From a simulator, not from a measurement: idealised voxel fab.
Documented hereafter: the process module known as voxel self aligned vias.
Cross-sectional view cut (width: 175 nm; square cell size: 5 nm).
This document writes a cross-section as a grid whose cells are square, and gives it as bands, listed from the top down; one or more rows of cells form a band.
Band: top and bottom heights (nm) first, top before bottom; then materials from left to right, widths in nm. "throughout" marks a sole material filling the band edge to edge. "blank" denotes empty space.
The level at which height equals 0 is the one under which the wafer, as it arrives, is entirely one material. No lower edge exists for the bottom band, which continues downward and is notated as in "0 -> down".
A width such as "30 to 40" changes by the same amount from each row of cells to the next, from the band's top row to its bottom row.
The cross-section has no changed cell in any step marked "no change occurred".
Under "Enclosed empty spaces" you'll find the enclosed gaps, the ones with no way out to the top, that are 8 cells or bigger; each reads width x height at distance, with distance counted from the left edge, everything in nm.
Heads up: the bit after the settings on a step's line is the simulator's remark on that step.
The optional step-line setting "overlay nm" applies to steps with a mask and quantifies how far to the right of its planned location the mask lay, a negative value indicating leftward placement.
Steps in the process plan:
| 1 | RECEIVE | material Si |
| 2 | CONFORMAL_DEP | material SiO2 | thk nm 10 |
| 3 | CONFORMAL_DEP | material SiCN | thk nm 5 |
| 4 | DIRECTIONAL_DEP | material SiO2 | thk nm 20 |
| 5 | DIRECTIONAL_DEP | material aC | thk nm 10 |
| 6 | PATTERN | tone open | mask id LINES | material resist | width nm 20 | pitch nm 50 | thk nm 25 | overlay nm 0 |
| 7 | DIRECTIONAL_ETCH | etch materials aC | depth nm 10 |
| 8 | STRIP | etch materials resist |
| 9 | DIRECTIONAL_ETCH | etch materials SiO2 | depth nm 20 |
| 10 | STRIP | etch materials aC |
| 11 | CONFORMAL_DEP | material TiN | thk nm 5 |
| 12 | FILL_DEP | material W | thk nm 5 |
| 13 | CMP | height nm 35 |
| 14 | SELECTIVE_ETCH | etch materials W Ru TiN | depth nm 5 |
| 15 | FILL_DEP | material SiN | thk nm 10 |
| 16 | CMP | height nm 35 |
| 17 | DIRECTIONAL_DEP | material SiO2 | thk nm 15 |
| 18 | MASKED_ETCH | tone open | mask id VIAS | width nm 30 | pitch nm 100 | etch materials SiO2 | depth nm 15 | overlay nm 0 |
| 19 | MASKED_ETCH | tone open | mask id VIAS | width nm 30 | pitch nm 100 | etch materials SiN | depth nm 5 | overlay nm 0 |
| 20 | CONFORMAL_DEP | material TiN | thk nm 5 |
| 21 | FILL_DEP | material Ru | thk nm 5 |
| 22 | CMP | height nm 50 |
| 23 | CONFORMAL_DEP | material SiCN | thk nm 5 |
Here's what the wafer looked like in cross-section when it arrived - that's after step 1:
- 0 -> down = Si throughout
- Enclosed empty spaces: none
Result of the module, cross-sectioned: start per above, plan per above, one error in how it was run:
- 55 -> 50 = SiCN throughout
- 50 -> 35 = SiO2=20, TiN=5, Ru=20, TiN=5, SiO2=70, TiN=5, Ru=20, TiN=5, SiO2=25
- 35 -> 30 = SiN=20, TiN=30, SiN=70, TiN=30, SiN=25
- 30 -> 25 = TiN=30, W=10, TiN=40, W=10, TiN=40, W=10, TiN=35
- 25 -> 10 = SiO2=25, TiN=5, W=10, TiN=5, SiO2=30, TiN=5, W=10, TiN=5, SiO2=30, TiN=5, W=10, TiN=5, SiO2=30
- 10 -> 5 = SiO2=25, TiN=20, SiO2=30, TiN=20, SiO2=30, TiN=20, SiO2=30
- 5 -> 0 = SiCN throughout
- 0 -> down = Si throughout
- Enclosed empty spaces: none
Processing error: yeah, step 2 of the plan got skipped, never ran
